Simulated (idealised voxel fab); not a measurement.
Process module in this document: voxel released beams
Displayed cross-section: cut, width of 175 nm, square cells sized 5 nm.
Cross-section = grid of square cells, listed top down in bands; band = one or more rows.
Quick guide to a band line: top height, bottom height (nm) up front; then every material left to right with its width in nm. Only one material and it's marked "full width"? Then it fills the band edge to edge. And "blank" just means empty space.
Height reference: 0 = level under which incoming wafer is all one material. Lowest band: no bottom, runs on downward, e.g. "z 0 and below".
Graded width ("30 to 40"): value in top row of band = first number; value in bottom row = second number; row-to-row change constant.
Step marked "nothing got changed"? Then no cell in the cross-section changed in it.
This entry, "Voids lacking openings", enumerates those empty regions of no fewer than 8 cells that possess no open connection to the top. Each region is reported in the form width x height at distance, the distance being taken from the left edge, with all three quantities expressed in nm.
If you see something after the settings on a step's line, that's the simulator's own remark about that step.
A step line may carry the setting "overlay nm", which, for steps involving a mask, states the distance by which the mask lay to the right of its intended position; negative values denote displacement to the left.

### So here's the lineup of process steps we planned
step 1: op RECEIVE | material Si
step 2: op CONFORMAL_DEP | material SiN | thk nm 5
step 3: op DIRECTIONAL_DEP | material SiO2 | thk nm 15
step 4: op PATTERN | tone open | mask id ANCHOR | material resist | width nm 35 | thk nm 15 | overlay nm 0
step 5: op DIRECTIONAL_ETCH | etch materials SiO2 | depth nm 15
step 6: op STRIP | etch materials resist
step 7: op CONFORMAL_DEP | material W | thk nm 15
step 8: op DIRECTIONAL_DEP | material aC | thk nm 10
step 9: op PATTERN | tone cover | mask id BEAM | material resist | width nm 120 | thk nm 25 | overlay nm 0
step 10: op DIRECTIONAL_ETCH | etch materials aC | depth nm 10
step 11: op STRIP | etch materials resist
step 12: op DIRECTIONAL_ETCH | etch materials W | depth nm 15
step 13: op STRIP | etch materials aC
step 14: op STRIP | etch materials SiO2

### Cross-section, incoming material, after step 1
  z 0 and below | Si full width
  Voids lacking openings: none

### End-of-module cross-section. Starting structure and process plan as above; one mistake made in running it
  z 35 to 20 | blank 25 / W 120 / blank 30
  z 20 to 15 | SiN full width
  z 15 to 0 | SiO2 full width
  z 0 and below | Si full width
  Voids lacking openings: none
Diagnosis: so 2 and 3 got swapped relative to the plan, each ran where the other was supposed to
